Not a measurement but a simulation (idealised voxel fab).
Presented below is a process module, voxel double patterning.
Cross-section cut spans 200 nm and uses square cells 5 nm in size.
For the purposes of this document, a cross-section shall be understood as a grid of square cells, specified as bands listed in top-to-bottom order, each band consisting of one or more rows of cells. First you get the band's top height and its bottom height, in nm, and then the materials it's made of, left to right, with each width in nm. If you see a single material with "full width", that one covers the band edge to edge. "blank" is empty space. The level at which height equals 0 is the one under which the wafer, as it arrives, is entirely one material. No lower edge exists for the bottom band, which continues downward and is notated as in "top 0, no bottom". A width such as "30 to 40" changes by the same amount from each row of cells to the next, from the band's top row to its bottom row. You'll sometimes find "changes: none" written for a step, and that's the way of saying that nowhere in the cross-section did a cell change during that step. "Closed voids list" contains a list of empty spaces, each no smaller than 8 cells and without an open way to the top, written in the form width x height at distance with the distance from the left edge and all three in nm. Text after the settings on a step's line: the simulator's own remark on that step. overlay nm: for a step with a mask, the amount by which the mask lay right of where it was planned; a negative amount means left of it.

# Below is the list of planned process steps
1. RECEIVE: material Si
2. CONFORMAL_DEP: material SiO2, thk nm 10
3. DIRECTIONAL_DEP: material W, thk nm 20
4. DIRECTIONAL_DEP: material SiN, thk nm 5
5. PATTERN: tone open, mask id FIRST, material resist, width nm 15, pitch nm 50, thk nm 20, overlay nm 0
6. DIRECTIONAL_ETCH: etch materials SiN, depth nm 5
7. STRIP: etch materials resist
8. PATTERN: tone open, mask id SECOND, material resist, width nm 15, pitch nm 50, thk nm 15, overlay nm 0
9. DIRECTIONAL_ETCH: etch materials SiN, depth nm 5
10. STRIP: etch materials resist
11. DIRECTIONAL_ETCH: etch materials W, depth nm 20
12. STRIP: etch materials SiN

# Wafer as received: cross-section following step 1
	top 0, no bottom: Si full width
	Closed voids list: none

# Sectioned view, first of two wafers, at the close of the module, processed as intended in the plan
	top 30, bottom 10: W: 40; blank: 15; W: 10; blank: 15; W: 10; blank: 15; W: 10; blank: 15; W: 10; blank: 15; W: 45
	top 10, bottom 0: SiO2 full width
	top 0, no bottom: Si full width
	Closed voids list: none

# Wafer two, sectioned after the module: the first wafer's start, the first wafer's plan, and one mistake in how it was run
	top 30, bottom 20: SiO2 full width
	top 20, bottom 0: W full width
	top 0, no bottom: Si full width
	Closed voids list: none
So what did we get wrong on this run? the processing plan was not followed for steps 2 and 3, which were run with their positions exchanged
Per the end-of-run cell counts, the second wafer holds more or fewer of some materials than the first: W +60
